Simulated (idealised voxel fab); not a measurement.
The following process module bears the name voxel transistor to metal.
Shown is cross-section cut, with a width of 165 nm and square cells of size 5 nm.
For the purposes of this document, a cross-section shall be understood as a grid of square cells, specified as bands listed in top-to-bottom order, each band consisting of one or more rows of cells. Within each band entry, the heights of the top and of the bottom of the band appear first, in that order and in nm; the materials of the band then follow from left to right, each with its corresponding width in nm. The designation "everywhere" on a single material indicates that it fills the band from edge to edge; the designation "empty" indicates empty space. Height reference: 0 = level under which incoming wafer is all one material. Lowest band: no bottom, runs on downward, e.g. "top 0, no bottom". Quick explanation for "30 to 40": the width changes in equal steps down the rows of cells, from the first number in the band's top row to the second number in its bottom row. No cell of the cross-section changed in a step that is given as "no change occurred". In "Unvented cavities" the enclosed voids are listed, meaning empty spaces of 8 cells or larger without any opening to the top. The form is width x height at distance, distance from the left edge, units nm. On each step's line, the part that comes after the settings is the simulator's own comment on the step. overlay nm: step with mask; distance mask lay right of planned place; negative value = left of planned place.
Planned process steps
step 1: RECEIVE | material Si
step 2: CONFORMAL_DEP | material SiO2 | thk nm 5
step 3: CONFORMAL_DEP | material SiN | thk nm 10
step 4: MASKED_ETCH | tone cover | mask id ACTIVE | width nm 105 | etch materials SiN | depth nm 10 | overlay nm 0
step 5: MASKED_ETCH | tone cover | mask id ACTIVE | width nm 105 | etch materials SiO2 | depth nm 5 | overlay nm 0
step 6: MASKED_ETCH | tone cover | mask id ACTIVE | width nm 105 | etch materials Si | depth nm 30 | overlay nm 0
step 7: FILL_DEP | material SiO2 | thk nm 5
step 8: CMP | height nm 15
step 9: SELECTIVE_ETCH | etch materials SiO2 | depth nm 10
step 10: STRIP | etch materials SiN
step 11: SELECTIVE_ETCH | etch materials SiO2 | depth nm 5
step 12: OXIDIZE | depth nm 5
step 13: DIRECTIONAL_DEP | material polySi | thk nm 25
step 14: DIRECTIONAL_DEP | material SiCN | thk nm 15
step 15: PATTERN | tone cover | mask id GATE | material resist | width nm 15 | thk nm 20 | overlay nm 0
step 16: DIRECTIONAL_ETCH | etch materials SiCN | depth nm 25
step 17: DIRECTIONAL_ETCH | etch materials polySi | depth nm 35
step 18: STRIP | etch materials resist
step 19: CONFORMAL_DEP | material SiO2 | thk nm 5
step 20: DIRECTIONAL_ETCH | etch materials SiO2 | depth nm 5
step 21: CONFORMAL_DEP | material SiN | thk nm 5
step 22: DIRECTIONAL_ETCH | etch materials SiN | depth nm 5
step 23: DIRECTIONAL_ETCH | etch materials SiO2 | depth nm 5
step 24: DIRECTIONAL_ETCH | etch materials Si | depth nm 10
step 25: EPI | material pSi | thk nm 15
step 26: FILL_DEP | material SiO2 | thk nm 5
step 27: CMP | height nm 40
step 28: DIRECTIONAL_DEP | material SiO2 | thk nm 10
step 29: DIRECTIONAL_DEP | material aC | thk nm 10
step 30: PATTERN | tone open | mask id CONTACT | material resist | width nm 30 | pitch nm 55 | thk nm 25 | overlay nm 0
step 31: DIRECTIONAL_ETCH | etch materials aC | depth nm 10
step 32: STRIP | etch materials resist
step 33: DIRECTIONAL_ETCH | etch materials SiO2 | depth nm 50
step 34: STRIP | etch materials aC
step 35: CONFORMAL_DEP | material TiN | thk nm 5
step 36: FILL_DEP | material W | thk nm 10
step 37: CMP | height nm 50
step 38: DIRECTIONAL_DEP | material TiN | thk nm 5
step 39: DIRECTIONAL_DEP | material W | thk nm 20
step 40: MASKED_ETCH | tone cover | mask id METAL_1 | width nm 15 | pitch nm 70 | etch materials W | depth nm 20 | overlay nm 0
step 41: MASKED_ETCH | tone cover | mask id METAL_1 | width nm 15 | pitch nm 70 | etch materials TiN | depth nm 5 | overlay nm 0
step 42: FILL_DEP | material lowk | thk nm 10
step 43: CMP | height nm 75
step 44: CONFORMAL_DEP | material SiCN | thk nm 5
step 45: DIRECTIONAL_DEP | material lowk | thk nm 25
step 46: MASKED_ETCH | tone open | mask id METAL_2 | width nm 15 | pitch nm 70 | etch materials lowk | depth nm 15 | overlay nm 0
step 47: MASKED_ETCH | tone open | mask id METAL_2_HOLES | width nm 15 | pitch nm 70 | etch materials lowk | depth nm 10 | overlay nm 0
step 48: MASKED_ETCH | tone open | mask id METAL_2_HOLES | width nm 15 | pitch nm 70 | etch materials SiCN | depth nm 5 | overlay nm 0
step 49: CONFORMAL_DEP | material TiN | thk nm 5
step 50: FILL_DEP | material Cu | thk nm 10
step 51: CMP | height nm 105
step 52: CONFORMAL_DEP | material SiCN | thk nm 5
Account of the first of two wafers, which was processed as intended
Cross-section of the wafer as it came to us, i.e., already through step 1
top 0, no bottom | Si everywhere
Unvented cavities: none
So this is the wafer cross-section right after step 2
top 5, bottom 0 | SiO2 everywhere
Nothing below the height 0 has changed.
So this is the wafer cross-section right after step 3
top 15, bottom 5 | SiN everywhere
Nothing below the height 5 has changed.
So this is the wafer cross-section right after step 4
top 15, bottom 5 | 30 of empty | 105 of SiN | 30 of empty
Nothing below the height 5 has changed.
So this is the wafer cross-section right after step 5
top 15, bottom 5 | 30 of empty | 105 of SiN | 30 of empty
top 5, bottom 0 | 30 of empty | 105 of SiO2 | 30 of empty
Nothing below the height 0 has changed.
So this is the wafer cross-section right after step 6
top 15, bottom 5 | 30 of empty | 105 of SiN | 30 of empty
top 5, bottom 0 | 30 of empty | 105 of SiO2 | 30 of empty
top 0, bottom -30 | 30 of empty | 105 of Si | 30 of empty
Nothing below the height -30 has changed.
So this is the wafer cross-section right after step 7
top 20, bottom 15 | SiO2 everywhere
top 15, bottom 5 | 30 of SiO2 | 105 of SiN | 30 of SiO2
top 5, bottom 0 | SiO2 everywhere
top 0, bottom -30 | 30 of SiO2 | 105 of Si | 30 of SiO2
Nothing below the height -30 has changed.
So this is the wafer cross-section right after step 8
top 15, bottom 5 | 30 of SiO2 | 105 of SiN | 30 of SiO2
Nothing below the height 5 has changed.
So this is the wafer cross-section right after step 9
top 15, bottom 5 | 30 of empty | 105 of SiN | 30 of empty
Nothing below the height 5 has changed.
So this is the wafer cross-section right after step 10
top 5, bottom 0 | SiO2 everywhere
Nothing below the height 0 has changed.
So this is the wafer cross-section right after step 11
top 0, bottom -30 | 30 of SiO2 | 105 of Si | 30 of SiO2
Nothing below the height -30 has changed.
So this is the wafer cross-section right after step 12
top 0, bottom -5 | SiO2 everywhere
Nothing below the height -5 has changed.
So this is the wafer cross-section right after step 13
top 25, bottom 0 | polySi everywhere
Nothing below the height 0 has changed.
So this is the wafer cross-section right after step 14
top 40, bottom 25 | SiCN everywhere
Nothing below the height 25 has changed.
So this is the wafer cross-section right after step 15
top 60, bottom 40 | 75 of empty | 15 of resist | 75 of empty
Nothing below the height 40 has changed.
So this is the wafer cross-section right after step 16
top 60, bottom 40 | 75 of empty | 15 of resist | 75 of empty
top 40, bottom 25 | 75 of empty | 15 of SiCN | 75 of empty
Nothing below the height 25 has changed.
So this is the wafer cross-section right after step 17
top 60, bottom 40 | 75 of empty | 15 of resist | 75 of empty
top 40, bottom 25 | 75 of empty | 15 of SiCN | 75 of empty
top 25, bottom 0 | 75 of empty | 15 of polySi | 75 of empty
Nothing below the height 0 has changed.
So this is the wafer cross-section right after step 18
top 40, bottom 25 | 75 of empty | 15 of SiCN | 75 of empty
Nothing below the height 25 has changed.
So this is the wafer cross-section right after step 19
top 45, bottom 40 | 70 of empty | 25 of SiO2 | 70 of empty
top 40, bottom 25 | 70 of empty | 5 of SiO2 | 15 of SiCN | 5 of SiO2 | 70 of empty
top 25, bottom 5 | 70 of empty | 5 of SiO2 | 15 of polySi | 5 of SiO2 | 70 of empty
top 5, bottom 0 | 75 of SiO2 | 15 of polySi | 75 of SiO2
Nothing below the height 0 has changed.
So this is the wafer cross-section right after step 20
top 40, bottom 25 | 70 of empty | 5 of SiO2 | 15 of SiCN | 5 of SiO2 | 70 of empty
top 25, bottom 0 | 70 of empty | 5 of SiO2 | 15 of polySi | 5 of SiO2 | 70 of empty
Nothing below the height 0 has changed.
So this is the wafer cross-section right after step 21
top 45, bottom 40 | 65 of empty | 35 of SiN | 65 of empty
top 40, bottom 25 | 65 of empty | 5 of SiN | 5 of SiO2 | 15 of SiCN | 5 of SiO2 | 5 of SiN | 65 of empty
top 25, bottom 5 | 65 of empty | 5 of SiN | 5 of SiO2 | 15 of polySi | 5 of SiO2 | 5 of SiN | 65 of empty
top 5, bottom 0 | 70 of SiN | 5 of SiO2 | 15 of polySi | 5 of SiO2 | 70 of SiN
Nothing below the height 0 has changed.
So this is the wafer cross-section right after step 22
top 40, bottom 25 | 65 of empty | 5 of SiN | 5 of SiO2 | 15 of SiCN | 5 of SiO2 | 5 of SiN | 65 of empty
top 25, bottom 0 | 65 of empty | 5 of SiN | 5 of SiO2 | 15 of polySi | 5 of SiO2 | 5 of SiN | 65 of empty
Nothing below the height 0 has changed.
So this is the wafer cross-section right after step 23
top 40, bottom 35 | 65 of empty | 5 of SiN | 5 of empty | 15 of SiCN | 5 of empty | 5 of SiN | 65 of empty
top 35, bottom 25 | 65 of empty | 5 of SiN | 5 of SiO2 | 15 of SiCN | 5 of SiO2 | 5 of SiN | 65 of empty
top 25, bottom 0 | 65 of empty | 5 of SiN | 5 of SiO2 | 15 of polySi | 5 of SiO2 | 5 of SiN | 65 of empty
top 0, bottom -5 | 65 of empty | 35 of SiO2 | 65 of empty
Nothing below the height -5 has changed.
So this is the wafer cross-section right after step 24
top 40, bottom 35 | 65 of empty | 5 of SiN | 5 of empty | 15 of SiCN | 5 of empty | 5 of SiN | 65 of empty
top 35, bottom 25 | 65 of empty | 5 of SiN | 5 of SiO2 | 15 of SiCN | 5 of SiO2 | 5 of SiN | 65 of empty
top 25, bottom 0 | 65 of empty | 5 of SiN | 5 of SiO2 | 15 of polySi | 5 of SiO2 | 5 of SiN | 65 of empty
top 0, bottom -5 | 65 of empty | 35 of SiO2 | 65 of empty
top -5, bottom -15 | 30 of SiO2 | 35 of empty | 35 of Si | 35 of empty | 30 of SiO2
Nothing below the height -15 has changed.
So this is the wafer cross-section right after step 25
top 40, bottom 35 | 65 of empty | 5 of SiN | 5 of empty | 15 of SiCN | 5 of empty | 5 of SiN | 65 of empty
top 35, bottom 25 | 65 of empty | 5 of SiN | 5 of SiO2 | 15 of SiCN | 5 of SiO2 | 5 of SiN | 65 of empty
top 25, bottom 10 | 65 of empty | 5 of SiN | 5 of SiO2 | 15 of polySi | 5 of SiO2 | 5 of SiN | 65 of empty
top 10, bottom 0 | 50 of empty | 15 of pSi | 5 of SiN | 5 of SiO2 | 15 of polySi | 5 of SiO2 | 5 of SiN | 15 of pSi | 50 of empty
top 0, bottom -5 | 25 of empty | 40 of pSi | 35 of SiO2 | 40 of pSi | 25 of empty
top -5, bottom -15 | 30 of SiO2 | 35 of pSi | 35 of Si | 35 of pSi | 30 of SiO2
Nothing below the height -15 has changed.
So this is the wafer cross-section right after step 26
top 45, bottom 40 | SiO2 everywhere
top 40, bottom 25 | 65 of SiO2 | 5 of SiN | 5 of SiO2 | 15 of SiCN | 5 of SiO2 | 5 of SiN | 65 of SiO2
top 25, bottom 10 | 65 of SiO2 | 5 of SiN | 5 of SiO2 | 15 of polySi | 5 of SiO2 | 5 of SiN | 65 of SiO2
top 10, bottom 0 | 50 of SiO2 | 15 of pSi | 5 of SiN | 5 of SiO2 | 15 of polySi | 5 of SiO2 | 5 of SiN | 15 of pSi | 50 of SiO2
top 0, bottom -5 | 25 of SiO2 | 40 of pSi | 35 of SiO2 | 40 of pSi | 25 of SiO2
Nothing below the height -5 has changed.
So this is the wafer cross-section right after step 27
top 40, bottom 25 | 65 of SiO2 | 5 of SiN | 5 of SiO2 | 15 of SiCN | 5 of SiO2 | 5 of SiN | 65 of SiO2
Nothing below the height 25 has changed.
So this is the wafer cross-section right after step 28
top 50, bottom 40 | SiO2 everywhere
Nothing below the height 40 has changed.
So this is the wafer cross-section right after step 29
top 60, bottom 50 | aC everywhere
Nothing below the height 50 has changed.
So this is the wafer cross-section right after step 30
top 85, bottom 60 | 40 of resist | 30 of empty | 25 of resist | 30 of empty | 40 of resist
Nothing below the height 60 has changed.
So this is the wafer cross-section right after step 31
top 75, bottom 60 | 40 of resist | 30 of empty | 25 of resist | 30 of empty | 40 of resist
top 60, bottom 50 | 40 of aC | 30 of empty | 25 of aC | 30 of empty | 40 of aC
Nothing below the height 50 has changed.
So this is the wafer cross-section right after step 32
top 60, bottom 50 | 40 of aC | 30 of empty | 25 of aC | 30 of empty | 40 of aC
Nothing below the height 50 has changed.
So this is the wafer cross-section right after step 33
top 60, bottom 50 | 40 of aC | 30 of empty | 25 of aC | 30 of empty | 40 of aC
top 50, bottom 40 | 40 of SiO2 | 30 of empty | 25 of SiO2 | 30 of empty | 40 of SiO2
top 40, bottom 25 | 40 of SiO2 | 25 of empty | 5 of SiN | 5 of SiO2 | 15 of SiCN | 5 of SiO2 | 5 of SiN | 25 of empty | 40 of SiO2
top 25, bottom 10 | 40 of SiO2 | 25 of empty | 5 of SiN | 5 of SiO2 | 15 of polySi | 5 of SiO2 | 5 of SiN | 25 of empty | 40 of SiO2
top 10, bottom 0 | 40 of SiO2 | 10 of empty | 15 of pSi | 5 of SiN | 5 of SiO2 | 15 of polySi | 5 of SiO2 | 5 of SiN | 15 of pSi | 10 of empty | 40 of SiO2
Nothing below the height 0 has changed.
So this is the wafer cross-section right after step 34
top 50, bottom 40 | 40 of SiO2 | 30 of empty | 25 of SiO2 | 30 of empty | 40 of SiO2
Nothing below the height 40 has changed.
So this is the wafer cross-section right after step 35
top 55, bottom 50 | 45 of TiN | 20 of empty | 35 of TiN | 20 of empty | 45 of TiN
top 50, bottom 40 | 40 of SiO2 | 5 of TiN | 20 to 15 of empty | 5 to 10 of TiN | 25 of SiO2 | 5 to 10 of TiN | 20 to 15 of empty | 5 of TiN | 40 of SiO2
top 40, bottom 25 | 40 of SiO2 | 5 of TiN | 15 of empty | 5 of TiN | 5 of SiN | 5 of SiO2 | 15 of SiCN | 5 of SiO2 | 5 of SiN | 5 of TiN | 15 of empty | 5 of TiN | 40 of SiO2
top 25, bottom 15 | 40 of SiO2 | 5 of TiN | 15 of empty | 5 of TiN | 5 of SiN | 5 of SiO2 | 15 of polySi | 5 of SiO2 | 5 of SiN | 5 of TiN | 15 of empty | 5 of TiN | 40 of SiO2
top 15, bottom 10 | 40 of SiO2 | 25 of TiN | 5 of SiN | 5 of SiO2 | 15 of polySi | 5 of SiO2 | 5 of SiN | 25 of TiN | 40 of SiO2
top 10, bottom 0 | 40 of SiO2 | 10 of TiN | 15 of pSi | 5 of SiN | 5 of SiO2 | 15 of polySi | 5 of SiO2 | 5 of SiN | 15 of pSi | 10 of TiN | 40 of SiO2
Nothing below the height 0 has changed.
So this is the wafer cross-section right after step 36
top 65, bottom 55 | W everywhere
top 55, bottom 50 | 45 of TiN | 20 of W | 35 of TiN | 20 of W | 45 of TiN
top 50, bottom 40 | 40 of SiO2 | 5 of TiN | 20 to 15 of W | 5 to 10 of TiN | 25 of SiO2 | 5 to 10 of TiN | 20 to 15 of W | 5 of TiN | 40 of SiO2
top 40, bottom 25 | 40 of SiO2 | 5 of TiN | 15 of W | 5 of TiN | 5 of SiN | 5 of SiO2 | 15 of SiCN | 5 of SiO2 | 5 of SiN | 5 of TiN | 15 of W | 5 of TiN | 40 of SiO2
top 25, bottom 15 | 40 of SiO2 | 5 of TiN | 15 of W | 5 of TiN | 5 of SiN | 5 of SiO2 | 15 of polySi | 5 of SiO2 | 5 of SiN | 5 of TiN | 15 of W | 5 of TiN | 40 of SiO2
Nothing below the height 15 has changed.
So this is the wafer cross-section right after step 37
top 50, bottom 40 | 40 of SiO2 | 5 of TiN | 20 to 15 of W | 5 to 10 of TiN | 25 of SiO2 | 5 to 10 of TiN | 20 to 15 of W | 5 of TiN | 40 of SiO2
Nothing below the height 40 has changed.
So this is the wafer cross-section right after step 38
top 55, bottom 50 | TiN everywhere
Nothing below the height 50 has changed.
So this is the wafer cross-section right after step 39
top 75, bottom 55 | W everywhere
Nothing below the height 55 has changed.
So this is the wafer cross-section right after step 40
top 75, bottom 55 | 40 of empty | 15 of W | 55 of empty | 15 of W | 40 of empty
Nothing below the height 55 has changed.
So this is the wafer cross-section right after step 41
top 75, bottom 55 | 40 of empty | 15 of W | 55 of empty | 15 of W | 40 of empty
top 55, bottom 50 | 40 of empty | 15 of TiN | 55 of empty | 15 of TiN | 40 of empty
Nothing below the height 50 has changed.
So this is the wafer cross-section right after step 42
top 85, bottom 75 | lowk everywhere
top 75, bottom 55 | 40 of lowk | 15 of W | 55 of lowk | 15 of W | 40 of lowk
top 55, bottom 50 | 40 of lowk | 15 of TiN | 55 of lowk | 15 of TiN | 40 of lowk
Nothing below the height 50 has changed.
So this is the wafer cross-section right after step 43
top 75, bottom 55 | 40 of lowk | 15 of W | 55 of lowk | 15 of W | 40 of lowk
Nothing below the height 55 has changed.
So this is the wafer cross-section right after step 44
top 80, bottom 75 | SiCN everywhere
Nothing below the height 75 has changed.
So this is the wafer cross-section right after step 45
top 105, bottom 80 | lowk everywhere
Nothing below the height 80 has changed.
So this is the wafer cross-section right after step 46
top 105, bottom 90 | 40 of lowk | 15 of empty | 55 of lowk | 15 of empty | 40 of lowk
Nothing below the height 90 has changed.
So this is the wafer cross-section right after step 47
top 105, bottom 80 | 40 of lowk | 15 of empty | 55 of lowk | 15 of empty | 40 of lowk
Nothing below the height 80 has changed.
So this is the wafer cross-section right after step 48
top 105, bottom 80 | 40 of lowk | 15 of empty | 55 of lowk | 15 of empty | 40 of lowk
top 80, bottom 75 | 40 of SiCN | 15 of empty | 55 of SiCN | 15 of empty | 40 of SiCN
Nothing below the height 75 has changed.
So this is the wafer cross-section right after step 49
top 110, bottom 105 | 45 of TiN | 5 of empty | 65 of TiN | 5 of empty | 45 of TiN
top 105, bottom 80 | 40 of lowk | 5 of TiN | 5 of empty | 5 of TiN | 55 of lowk | 5 of TiN | 5 of empty | 5 of TiN | 40 of lowk
top 80, bottom 75 | 40 of SiCN | 15 of TiN | 55 of SiCN | 15 of TiN | 40 of SiCN
Nothing below the height 75 has changed.
So this is the wafer cross-section right after step 50
top 120, bottom 110 | Cu everywhere
top 110, bottom 105 | 45 of TiN | 5 of Cu | 65 of TiN | 5 of Cu | 45 of TiN
top 105, bottom 80 | 40 of lowk | 5 of TiN | 5 of Cu | 5 of TiN | 55 of lowk | 5 of TiN | 5 of Cu | 5 of TiN | 40 of lowk
Nothing below the height 80 has changed.
So this is the wafer cross-section right after step 51
top 105, bottom 80 | 40 of lowk | 5 of TiN | 5 of Cu | 5 of TiN | 55 of lowk | 5 of TiN | 5 of Cu | 5 of TiN | 40 of lowk
Nothing below the height 80 has changed.
So this is the wafer cross-section right after step 52
top 110, bottom 105 | SiCN everywhere
Nothing below the height 105 has changed.
Second wafer. Start and plan as for the first. One mistake made in running. Agrees with the first up to and including step 50
Cross-section: second wafer, time at which step 51 was scheduled to end: no change occurred
Cross-section: second wafer, time at which step 52 was scheduled to end
top 125, bottom 120 | SiCN everywhere
Nothing below the height 120 has changed.
So what did we get wrong on this run? yeah, step 51 of the plan got skipped, never ran
End check, counted in cells, second wafer has more or fewer of these materials than the first: Cu +68, TiN +31
